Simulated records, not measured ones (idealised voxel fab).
Herein follows the process module entitled voxel capacitor over wiring.
Shown is cross-section cut, with a width of 190 nm and square cells of size 5 nm.
The cross-sections in this document take the form of a grid made of square cells. They are written out as bands, in order from top to bottom. Each band consists of one or more rows of cells. Top, bottom (nm), then materials left to right with widths (nm); lone material tagged "full width" fills the whole band edge to edge; "blank" = empty space. Ref level 0: as-received wafer is one material below here. Bottom band extends down with no lower bound ("0 and below"). A width such as "30..40" changes by the same amount from each row of cells to the next, from the band's top row to its bottom row. The cross-section has no changed cell in any step marked "everything unchanged". "Sealed voids" lists enclosed empty spaces (at least 8 cells, no open path upward to the top), each as width x height at distance from the left edge, in nm. That trailing text on a step's line, after the settings, is the simulator's own remark on the step. Among the settings permitted on a step's line is "overlay nm"; applied to a step with a mask, it specifies the extent to which the mask lay to the right of its planned position, whereas a negative figure signifies a position to the left.

This section lists the process steps that were planned:
1 RECEIVE, material Si
2 CONFORMAL_DEP, material SiO2, thk nm 15
3 DIRECTIONAL_DEP, material TiN, thk nm 5
4 DIRECTIONAL_DEP, material Ru, thk nm 15
5 PATTERN, tone cover, mask id METAL_1, material resist, width nm 30, pitch nm 95, thk nm 20, overlay nm 0
6 DIRECTIONAL_ETCH, etch materials Ru, depth nm 15
7 DIRECTIONAL_ETCH, etch materials TiN, depth nm 5
8 STRIP, etch materials resist
9 FILL_DEP, material lowk, thk nm 5
10 CMP, height nm 35
11 CONFORMAL_DEP, material SiCN, thk nm 5
12 DIRECTIONAL_DEP, material SiO2, thk nm 20
13 DIRECTIONAL_DEP, material aC, thk nm 10
14 PATTERN, tone open, mask id PLUG_1, material resist, width nm 15, thk nm 25, overlay nm 0
15 DIRECTIONAL_ETCH, etch materials aC, depth nm 10
16 STRIP, etch materials resist
17 DIRECTIONAL_ETCH, etch materials SiO2, depth nm 20
18 DIRECTIONAL_ETCH, etch materials SiCN, depth nm 5
19 STRIP, etch materials aC
20 EPI, material Ru, thk nm 10
21 EPI, material Ru, thk nm 10
22 EPI, material Ru, thk nm 5
23 DIRECTIONAL_DEP, material TiN, thk nm 5
24 DIRECTIONAL_DEP, material Al2O3, thk nm 5
25 DIRECTIONAL_DEP, material TiN, thk nm 10
26 DIRECTIONAL_DEP, material aC, thk nm 10
27 PATTERN, tone cover, mask id UPPER_PLATE, material resist, width nm 70, thk nm 25, overlay nm 0
28 DIRECTIONAL_ETCH, etch materials aC, depth nm 10
29 STRIP, etch materials resist
30 DIRECTIONAL_ETCH, etch materials TiN, depth nm 10
31 DIRECTIONAL_ETCH, etch materials Al2O3, depth nm 5
32 STRIP, etch materials aC
33 DIRECTIONAL_DEP, material aC, thk nm 15
34 PATTERN, tone cover, mask id LOWER_PLATE, material resist, width nm 80, thk nm 35, overlay nm 0
35 DIRECTIONAL_ETCH, etch materials aC, depth nm 15
36 STRIP, etch materials resist
37 DIRECTIONAL_ETCH, etch materials TiN, depth nm 5
38 STRIP, etch materials aC
39 FILL_DEP, material SiO2, thk nm 15
40 CMP, height nm 90
41 MASKED_ETCH, tone open, mask id PLUG_2, width nm 15, etch materials SiO2, depth nm 10, overlay nm 0
42 CONFORMAL_DEP, material TiN, thk nm 5
43 FILL_DEP, material W, thk nm 10
44 CMP, height nm 90
45 CONFORMAL_DEP, material SiCN, thk nm 5

Incoming wafer in cross-section (state: after step 1):
> 0 and below | Si full width
> Sealed voids: none

Wafer at module end, in section. Began as above, planned as above, run with one mistake:
> 95 down to 90 | SiCN full width
> 90 down to 85 | 55 of SiO2, then 5 of TiN, then 5 of W, then 5 of TiN, then 120 of SiO2
> 85 down to 80 | 55 of SiO2, then 15 of TiN, then 120 of SiO2
> 80 down to 70 | 60 of SiO2, then 55 of TiN, then 75 of SiO2
> 70 down to 65 | 45 of SiO2, then 15 of TiN, then 55 of Al2O3, then 75 of SiO2
> 65 down to 60 | 40 of SiO2, then 80 of TiN, then 70 of SiO2
> 60 down to 55 | 45 of SiO2, then 15 of Al2O3, then 130 of SiO2
> 55 down to 50 | 45 of SiO2, then 15 of TiN, then 130 of SiO2
> 50 down to 40 | SiO2 full width
> 40 down to 35 | SiCN full width
> 35 down to 20 | 30 of lowk, then 30 of Ru, then 65 of lowk, then 30 of Ru, then 35 of lowk
> 20 down to 15 | 30 of lowk, then 30 of TiN, then 65 of lowk, then 30 of TiN, then 35 of lowk
> 15 down to 0 | SiO2 full width
> 0 and below | Si full width
> Sealed voids: none
It is concluded that the wafer was processed incorrectly with respect to the plan, in that in deviation from the planned setting, step 17 was conducted as DIRECTIONAL_ETCH, etch materials SiO2, depth nm 10
